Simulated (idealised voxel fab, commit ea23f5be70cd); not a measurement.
Process module in this document: voxel self aligned contacts
Cross-sectional view cut (width: 170 nm; square cell size: 5 nm).
For the purposes of this document, a cross-section shall be understood as a grid of square cells, specified as bands listed in top-to-bottom order, each band consisting of one or more rows of cells.
Top height, bottom height, nm. Materials left to right, width each, nm. Single material + "full width" = fills band edge to edge. "blank" = empty.
We count height from 0. Below that, the starting wafer is all one material. The lowest band never ends at the bottom but goes on down; see "0 down" for how that is written.
It should be noted that a width expressed as "30 to 40" varies in equal increments from row to row of cells within the band, taking the value of the first number at the top row and that of the second number at the bottom row.
"nothing altered" (step): cross-section cells unchanged, all of them.
In the "Closed cavity list" entry, you get each enclosed empty space of 8 cells or more, one with no open way to the top, written width x height at distance, distance from the left edge, in nm.
Heads up: the bit after the settings on a step's line is the simulator's remark on that step.
The optional step-line setting "overlay nm" applies to steps with a mask and quantifies how far to the right of its planned location the mask lay, a negative value indicating leftward placement.
PROCESS STEPS FORESEEN IN THE PLAN
1: op RECEIVE | material Si
2: op OXIDIZE | depth nm 5
3: op DIRECTIONAL_DEP | material polySi | thk nm 20
4: op DIRECTIONAL_DEP | material SiN | thk nm 15
5: op DIRECTIONAL_DEP | material aC | thk nm 10
6: op PATTERN | tone cover | mask id GATE | material resist | width nm 35 | pitch nm 65 | thk nm 25 | overlay nm 0
7: op DIRECTIONAL_ETCH | etch materials aC | depth nm 10
8: op STRIP | etch materials resist
9: op DIRECTIONAL_ETCH | etch materials SiN | depth nm 15
10: op DIRECTIONAL_ETCH | etch materials polySi | depth nm 20
11: op STRIP | etch materials aC
12: op CONFORMAL_DEP | material SiN | thk nm 5
13: op DIRECTIONAL_ETCH | etch materials SiN | depth nm 5
14: op FILL_DEP | material SiO2 | thk nm 15
15: op CMP | height nm 40
16: op DIRECTIONAL_DEP | material aC | thk nm 15
17: op PATTERN | tone open | mask id CONTACT | material resist | width nm 50 | thk nm 30 | overlay nm 0
18: op DIRECTIONAL_ETCH | etch materials aC | depth nm 15
19: op STRIP | etch materials resist
20: op DIRECTIONAL_ETCH | etch materials SiO2 | depth nm 45
21: op STRIP | etch materials aC
22: op CONFORMAL_DEP | material TiN | thk nm 5
23: op FILL_DEP | material W | thk nm 10
24: op CMP | height nm 40
25: op CONFORMAL_DEP | material SiCN | thk nm 5
SHOWN IN CROSS-SECTION IS THE WAFER AS RECEIVED, THAT IS, AS IT STANDS AFTER STEP 1
> 0 down  Si full width
> Closed cavity list: none
FIGURE: CROSS-SECTIONAL VIEW OF THE WAFER UPON COMPLETION OF THE MODULE, PROCESSED FROM THE INITIAL STATE AND ACCORDING TO THE PLAN DEPICTED ABOVE, WITH ONE ERROR INTRODUCED DURING EXECUTION
> 45 to 40  SiCN full width
> 40 to 35  SiO2=60 / TiN=50 / SiO2=60
> 35 to 20  SiN=40 / SiO2=20 / TiN=5 / SiN=40 / TiN=5 / SiO2=20 / SiN=40
> 20 to 0  polySi=35 / SiN=5 / SiO2=20 / TiN=5 / SiN=5 / polySi=30 / SiN=5 / TiN=5 / SiO2=20 / SiN=5 / polySi=35
> 0 to -5  SiO2=60 / TiN=5 / SiO2=40 / TiN=5 / SiO2=60
> -5 down  Si full width
> Closed cavity list: none
Finding, execution versus plan: step 6 did not use the planned setting and instead ran as op PATTERN | tone open | mask id GATE | material resist | width nm 35 | pitch nm 65 | thk nm 25 | overlay nm 0
